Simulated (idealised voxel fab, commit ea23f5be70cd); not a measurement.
The process module presented herein is designated voxel wiring stack.
Square cell edge 5 nm, section width 280 nm, ID cut.
Each cross-section below is a grid of square cells, stated as bands in top-down order, with one or more rows of cells making up each band.
A band entry consists of two parts. The first gives the height of the band's top and the height of its bottom, in nm. The rest lists the band's materials from left to right, each with its width in nm. A single material labelled with the word "edge to edge" fills the band from edge to edge, and the word "air" marks empty space.
The reference from which all heights are counted is 0, the level beneath which the as-received wafer is entirely one material; the lowest band, having no lower bound, proceeds downward and is written after the example "from 0 down".
Read "30->40" as a graded width: first number on top, second number at the bottom, same change between each pair of neighbouring rows.
"remained unchanged" -> step changed no cross-section cell.
"Catalogued sealed voids" lists enclosed empty spaces (at least 8 cells, no open path upward to the top), each as width x height at distance from the left edge, in nm.
Step line, after settings: the simulator's comment on this step.
overlay nm: step with mask; distance mask lay right of planned place; negative value = left of planned place.

-- Planned process steps
1: op RECEIVE | material Si
2: op CONFORMAL_DEP | material SiO2 | thk nm 10
3: op CONFORMAL_DEP | material SiCN | thk nm 5
4: op DIRECTIONAL_DEP | material lowk | thk nm 25
5: op DIRECTIONAL_DEP | material aC | thk nm 10
6: op PATTERN | tone open | mask id METAL_1 | material resist | width nm 30 | pitch nm 45 | thk nm 30 | overlay nm 0
7: op DIRECTIONAL_ETCH | etch materials aC | depth nm 10
8: op STRIP | etch materials resist
9: op DIRECTIONAL_ETCH | etch materials lowk | depth nm 25
10: op DIRECTIONAL_ETCH | etch materials SiCN | depth nm 5
11: op STRIP | etch materials aC
12: op CONFORMAL_DEP | material TiN | thk nm 5
13: op FILL_DEP | material W | thk nm 5
14: op CMP | height nm 40
15: op CONFORMAL_DEP | material SiCN | thk nm 5
16: op DIRECTIONAL_DEP | material SiO2 | thk nm 25
17: op DIRECTIONAL_DEP | material aC | thk nm 15
18: op PATTERN | tone open | mask id METAL_2_HOLES | material resist | width nm 15 | thk nm 30 | overlay nm 0
19: op DIRECTIONAL_ETCH | etch materials aC | depth nm 15
20: op STRIP | etch materials resist
21: op DIRECTIONAL_ETCH | etch materials SiO2 | depth nm 25
22: op STRIP | etch materials aC
23: op PATTERN | tone open | mask id METAL_2 | material resist | width nm 30 | pitch nm 45 | thk nm 20 | overlay nm 0
24: op DIRECTIONAL_ETCH | etch materials SiO2 | depth nm 15
25: op DIRECTIONAL_ETCH | etch materials SiCN | depth nm 5
26: op STRIP | etch materials resist
27: op CONFORMAL_DEP | material TiN | thk nm 5
28: op FILL_DEP | material Cu | thk nm 10
29: op CMP | height nm 70
30: op CONFORMAL_DEP | material SiCN | thk nm 5
31: op DIRECTIONAL_DEP | material SiO2 | thk nm 15
32: op MASKED_ETCH | tone open | mask id PLUG_2 | width nm 15 | pitch nm 45 | etch materials SiO2 | depth nm 15 | overlay nm 0
33: op MASKED_ETCH | tone open | mask id PLUG_2 | width nm 15 | pitch nm 45 | etch materials SiCN | depth nm 5 | overlay nm 0
34: op EPI | material Ru | thk nm 10
35: op EPI | material Ru | thk nm 10
36: op DIRECTIONAL_DEP | material TiN | thk nm 5
37: op DIRECTIONAL_DEP | material W | thk nm 20
38: op PATTERN | tone cover | mask id METAL_3 | material resist | width nm 30 | pitch nm 45 | thk nm 15 | overlay nm 0
39: op DIRECTIONAL_ETCH | etch materials W | depth nm 20
40: op DIRECTIONAL_ETCH | etch materials TiN | depth nm 5
41: op STRIP | etch materials resist
42: op CONFORMAL_DEP | material SiCN | thk nm 5
43: op FILL_DEP | material SiO2 | thk nm 5
44: op CMP | height nm 115
45: op CONFORMAL_DEP | material SiCN | thk nm 5
46: op DIRECTIONAL_DEP | material SiO2 | thk nm 10
47: op DIRECTIONAL_DEP | material aC | thk nm 15
48: op PATTERN | tone open | mask id PLUG_3 | material resist | width nm 15 | thk nm 35 | overlay nm 0
49: op DIRECTIONAL_ETCH | etch materials aC | depth nm 15
50: op STRIP | etch materials resist
51: op DIRECTIONAL_ETCH | etch materials SiO2 | depth nm 10
52: op DIRECTIONAL_ETCH | etch materials SiCN | depth nm 5
53: op STRIP | etch materials aC
54: op CONFORMAL_DEP | material TiN | thk nm 5
55: op FILL_DEP | material Ru | thk nm 10
56: op CMP | height nm 130
57: op CONFORMAL_DEP | material SiN | thk nm 5
58: op DIRECTIONAL_DEP | material SiO2 | thk nm 25
59: op DIRECTIONAL_DEP | material aC | thk nm 10
60: op PATTERN | tone open | mask id METAL_4 | material resist | width nm 30 | pitch nm 45 | thk nm 25 | overlay nm 0
61: op DIRECTIONAL_ETCH | etch materials aC | depth nm 10
62: op STRIP | etch materials resist
63: op DIRECTIONAL_ETCH | etch materials SiO2 | depth nm 25
64: op DIRECTIONAL_ETCH | etch materials SiN | depth nm 5
65: op STRIP | etch materials aC
66: op CONFORMAL_DEP | material TiN | thk nm 5
67: op FILL_DEP | material Cu | thk nm 5
68: op CMP | height nm 160
69: op CONFORMAL_DEP | material SiN | thk nm 5

-- as received, after step 1
* from 0 down: Si edge to edge
* Catalogued sealed voids: none

-- The following cross-section depicts the wafer upon conclusion of the module. Processing commenced from the starting condition illustrated above and adhered to the plan illustrated above, save for one mistake in execution
* from 165 to 160: SiN edge to edge
* from 160 to 135: SiO2 100 nm / TiN 5 nm / Cu 20 nm / TiN 5 nm / SiO2 15 nm / TiN 5 nm / Cu 20 nm / TiN 5 nm / SiO2 105 nm
* from 135 to 130: SiN 100 nm / TiN 30 nm / SiN 15 nm / TiN 30 nm / SiN 105 nm
* from 130 to 120: SiO2 100 nm / TiN 5 nm / Ru 5 nm / TiN 5 nm / SiO2 165 nm
* from 120 to 115: SiCN 100 nm / TiN 15 nm / SiCN 165 nm
* from 115 to 95: SiO2 95 nm / SiCN 5 nm / W 30 nm / SiCN 5 nm / SiO2 5 nm / SiCN 5 nm / W 30 nm / SiCN 5 nm / SiO2 100 nm
* from 95 to 90: SiCN 100 nm / TiN 30 nm / SiCN 15 nm / TiN 30 nm / SiCN 105 nm
* from 90 to 75: SiO2 100 nm / Ru 15 nm / SiO2 30 nm / Ru 15 nm / SiO2 120 nm
* from 75 to 70: SiCN 110 nm / Ru 5 nm / SiCN 40 nm / Ru 5 nm / SiCN 120 nm
* from 70 to 60: SiO2 100 nm / TiN 5 nm / Cu 20 nm / TiN 5 nm / SiO2 15 nm / TiN 5 nm / Cu 20 nm / TiN 5 nm / SiO2 105 nm
* from 60 to 55: SiO2 100 nm / TiN 5 nm / Cu 5 nm / TiN 20 nm / SiO2 15 nm / TiN 30 nm / SiO2 105 nm
* from 55 to 45: SiO2 100 nm / TiN 5 nm / Cu 5 nm / TiN 5 nm / SiO2 165 nm
* from 45 to 40: SiCN 100 nm / TiN 15 nm / SiCN 165 nm
* from 40 to 15: lowk 100 nm / TiN 5 nm / W 20 nm / TiN 5 nm / lowk 15 nm / TiN 5 nm / W 20 nm / TiN 5 nm / lowk 105 nm
* from 15 to 10: SiCN 100 nm / TiN 30 nm / SiCN 15 nm / TiN 30 nm / SiCN 105 nm
* from 10 to 0: SiO2 edge to edge
* from 0 down: Si edge to edge
* Catalogued sealed voids: none
Deviation from plan: heads up, step 33 didn't go per plan, it actually ran as op MASKED_ETCH | tone open | mask id PLUG_2 | width nm 15 | pitch nm 45 | etch materials SiCN | depth nm 5 | overlay nm 10
